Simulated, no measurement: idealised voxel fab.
Process module, titled voxel transistor to metal
FYI the section here is cut, 215 nm wide, cells are 5 nm squares.
Reading order for cross-sections: top band down to bottom band. Underlying form: a grid of square cells. Band size: one or more rows of cells.
Read a band's entry like this: the first values are the height of its top and the height of its bottom in nm, and what follows is the sequence of materials from left to right, each with its width in nm. Note that "empty" is empty space, and that a single material marked "all across" reaches across the band from edge to edge.
Heights from 0 (as-received wafer is one material below). Bottom band endless downward, as "0 and below".
Per-row width for "30 to 40": begins at first number (top row of band), ends at second number (bottom row), increment between rows held constant.
When a step is marked "nothing got changed", none of the cells in the cross-section changed during that step.
The entry "Fully sealed voids" lists the empty spaces that cover at least 8 cells and have no open path to the top. Each is written as width x height at distance, where the distance is measured from the left edge and all three values are in nm.
If you see something after the settings on a step's line, that's the simulator's own remark about that step.
You can add "overlay nm" to a step's line. For a step with a mask, it describes how far the mask lay to the right of its planned position, and a negative number describes a lay to the left.

**plan**
| 1 | RECEIVE: material Si |
| 2 | CONFORMAL_DEP: material SiO2, thk nm 5 |
| 3 | CONFORMAL_DEP: material SiN, thk nm 15 |
| 4 | PATTERN: tone cover, mask id ACTIVE, material resist, width nm 110, thk nm 15, overlay nm 0 |
| 5 | DIRECTIONAL_ETCH: etch materials SiN, depth nm 15 |
| 6 | DIRECTIONAL_ETCH: etch materials SiO2, depth nm 5 |
| 7 | DIRECTIONAL_ETCH: etch materials Si, depth nm 20 |
| 8 | STRIP: etch materials resist |
| 9 | OXIDIZE: depth nm 5 |
| 10 | FILL_DEP: material SiO2, thk nm 15 |
| 11 | CMP: height nm 20 |
| 12 | SELECTIVE_ETCH: etch materials SiO2, depth nm 10 |
| 13 | STRIP: etch materials SiN |
| 14 | SELECTIVE_ETCH: etch materials SiO2, depth nm 5 |
| 15 | OXIDIZE: depth nm 5 |
| 16 | DIRECTIONAL_DEP: material polySi, thk nm 25 |
| 17 | DIRECTIONAL_DEP: material SiCN, thk nm 10 |
| 18 | MASKED_ETCH: tone cover, mask id GATE, width nm 20, etch materials SiCN, depth nm 20, overlay nm 0 |
| 19 | MASKED_ETCH: tone cover, mask id GATE, width nm 20, etch materials polySi, depth nm 35, overlay nm 0 |
| 20 | CONFORMAL_DEP: material SiO2, thk nm 5 |
| 21 | DIRECTIONAL_ETCH: etch materials SiO2, depth nm 5 |
| 22 | CONFORMAL_DEP: material SiN, thk nm 5 |
| 23 | DIRECTIONAL_ETCH: etch materials SiN, depth nm 5 |
| 24 | DIRECTIONAL_ETCH: etch materials SiO2, depth nm 5 |
| 25 | DIRECTIONAL_ETCH: etch materials Si, depth nm 10 |
| 26 | EPI: material SiGe, thk nm 15 |
| 27 | FILL_DEP: material SiO2, thk nm 5 |
| 28 | CMP: height nm 35 |
| 29 | DIRECTIONAL_DEP: material SiO2, thk nm 15 |
| 30 | DIRECTIONAL_DEP: material aC, thk nm 10 |
| 31 | PATTERN: tone open, mask id CONTACT, material resist, width nm 20, pitch nm 70, thk nm 30, overlay nm 0 |
| 32 | DIRECTIONAL_ETCH: etch materials aC, depth nm 10 |
| 33 | STRIP: etch materials resist |
| 34 | DIRECTIONAL_ETCH: etch materials SiO2, depth nm 50 |
| 35 | STRIP: etch materials aC |
| 36 | CONFORMAL_DEP: material TiN, thk nm 5 |
| 37 | FILL_DEP: material W, thk nm 10 |
| 38 | CMP: height nm 50 |
| 39 | DIRECTIONAL_DEP: material TiN, thk nm 5 |
| 40 | DIRECTIONAL_DEP: material Ru, thk nm 25 |
| 41 | DIRECTIONAL_DEP: material aC, thk nm 15 |
| 42 | PATTERN: tone cover, mask id METAL_1, material resist, width nm 20, pitch nm 70, thk nm 35, overlay nm 0 |
| 43 | DIRECTIONAL_ETCH: etch materials aC, depth nm 15 |
| 44 | STRIP: etch materials resist |
| 45 | DIRECTIONAL_ETCH: etch materials Ru, depth nm 25 |
| 46 | DIRECTIONAL_ETCH: etch materials TiN, depth nm 5 |
| 47 | STRIP: etch materials aC |
| 48 | FILL_DEP: material lowk, thk nm 10 |
| 49 | CMP: height nm 80 |
| 50 | CONFORMAL_DEP: material SiCN, thk nm 5 |

**Cross-section of the wafer at receipt, which is the condition after step 1**
    0 and below  Si all across
    Fully sealed voids: none

**Run as planned - first of the two wafers cross-sectioned at the end of the module**
    85 down to 80  SiCN all across
    80 down to 55  60 nm lowk, 20 nm Ru, 50 nm lowk, 20 nm Ru, 65 nm lowk
    55 down to 50  60 nm lowk, 20 nm TiN, 50 nm lowk, 20 nm TiN, 65 nm lowk
    50 down to 35  60 nm SiO2, 5 nm TiN, 10 nm W, 5 nm TiN, 50 nm SiO2, 5 nm TiN, 10 nm W, 5 nm TiN, 65 nm SiO2
    35 down to 25  60 nm SiO2, 5 nm TiN, 10 nm W, 5 nm TiN, 5 nm SiO2, 5 nm SiN, 5 nm SiO2, 20 nm SiCN, 5 nm SiO2, 5 nm SiN, 5 nm SiO2, 5 nm TiN, 10 nm W, 5 nm TiN, 65 nm SiO2
    25 down to 15  60 nm SiO2, 5 nm TiN, 10 nm W, 5 nm TiN, 5 nm SiO2, 5 nm SiN, 5 nm SiO2, 20 nm polySi, 5 nm SiO2, 5 nm SiN, 5 nm SiO2, 5 nm TiN, 10 nm W, 5 nm TiN, 65 nm SiO2
    15 down to 10  60 nm SiO2, 20 nm TiN, 5 nm SiO2, 5 nm SiN, 5 nm SiO2, 20 nm polySi, 5 nm SiO2, 5 nm SiN, 5 nm SiO2, 20 nm TiN, 65 nm SiO2
    10 down to 5  60 nm SiO2, 10 nm TiN, 15 nm SiGe, 5 nm SiN, 5 nm SiO2, 20 nm polySi, 5 nm SiO2, 5 nm SiN, 15 nm SiGe, 10 nm TiN, 65 nm SiO2
    5 down to 0  50 nm SiO2, 5 nm SiN, 5 nm SiO2, 10 nm TiN, 15 nm SiGe, 5 nm SiN, 5 nm SiO2, 20 nm polySi, 5 nm SiO2, 5 nm SiN, 15 nm SiGe, 10 nm TiN, 5 nm SiO2, 5 nm SiN, 55 nm SiO2
    0 down to -5  55 nm SiO2, 30 nm SiGe, 40 nm SiO2, 30 nm SiGe, 60 nm SiO2
    -5 down to -15  55 nm SiO2, 30 nm SiGe, 40 nm Si, 30 nm SiGe, 60 nm SiO2
    -15 down to -25  55 nm SiO2, 100 nm Si, 60 nm SiO2
    -25 and below  Si all across
    Fully sealed voids: none

**Wafer two, sectioned after the module: the first wafer's start, the first wafer's plan, and one mistake in how it was run**
    85 down to 80  SiCN all across
    80 down to 55  60 nm lowk, 20 nm Ru, 50 nm lowk, 20 nm Ru, 65 nm lowk
    55 down to 50  60 nm lowk, 20 nm TiN, 50 nm lowk, 20 nm TiN, 65 nm lowk
    50 down to 35  60 nm SiO2, 5 nm TiN, 10 nm W, 5 nm TiN, 50 nm SiO2, 5 nm TiN, 10 nm W, 5 nm TiN, 65 nm SiO2
    35 down to 30  60 nm SiO2, 5 nm TiN, 10 nm W, 5 nm TiN, 5 nm SiO2, 5 nm SiN, 5 nm SiO2, 20 nm SiCN, 5 nm SiO2, 5 nm SiN, 5 nm SiO2, 5 nm TiN, 10 nm W, 5 nm TiN, 65 nm SiO2
    30 down to 25  60 nm SiO2, 20 nm TiN, 5 nm SiO2, 5 nm SiN, 5 nm SiO2, 20 nm SiCN, 5 nm SiO2, 5 nm SiN, 5 nm SiO2, 20 nm TiN, 65 nm SiO2
    25 down to 15  55 nm SiO2, 30 nm SiGe, 5 nm SiN, 5 nm SiO2, 20 nm polySi, 5 nm SiO2, 5 nm SiN, 30 nm SiGe, 60 nm SiO2
    15 down to 5  45 nm SiO2, 40 nm SiGe, 5 nm SiN, 5 nm SiO2, 20 nm polySi, 5 nm SiO2, 5 nm SiN, 40 nm SiGe, 50 nm SiO2
    5 down to 0  45 nm SiO2, 5 nm SiGe, 5 nm SiN, 30 nm SiGe, 5 nm SiN, 5 nm SiO2, 20 nm polySi, 5 nm SiO2, 5 nm SiN, 30 nm SiGe, 5 nm SiN, 5 nm SiGe, 50 nm SiO2
    0 down to -5  55 nm SiO2, 30 nm SiGe, 40 nm SiO2, 30 nm SiGe, 60 nm SiO2
    -5 down to -15  55 nm SiO2, 30 nm SiGe, 40 nm Si, 30 nm SiGe, 60 nm SiO2
    -15 down to -25  55 nm SiO2, 100 nm Si, 60 nm SiO2
    -25 and below  Si all across
    Fully sealed voids: none
The mistake made against the process plan was this: plan step 26 was conducted twice
Final cells, second wafer relative to first, materials higher or lower: 58 more of SiGe, 26 fewer of SiO2, 20 fewer of TiN, 12 fewer of W
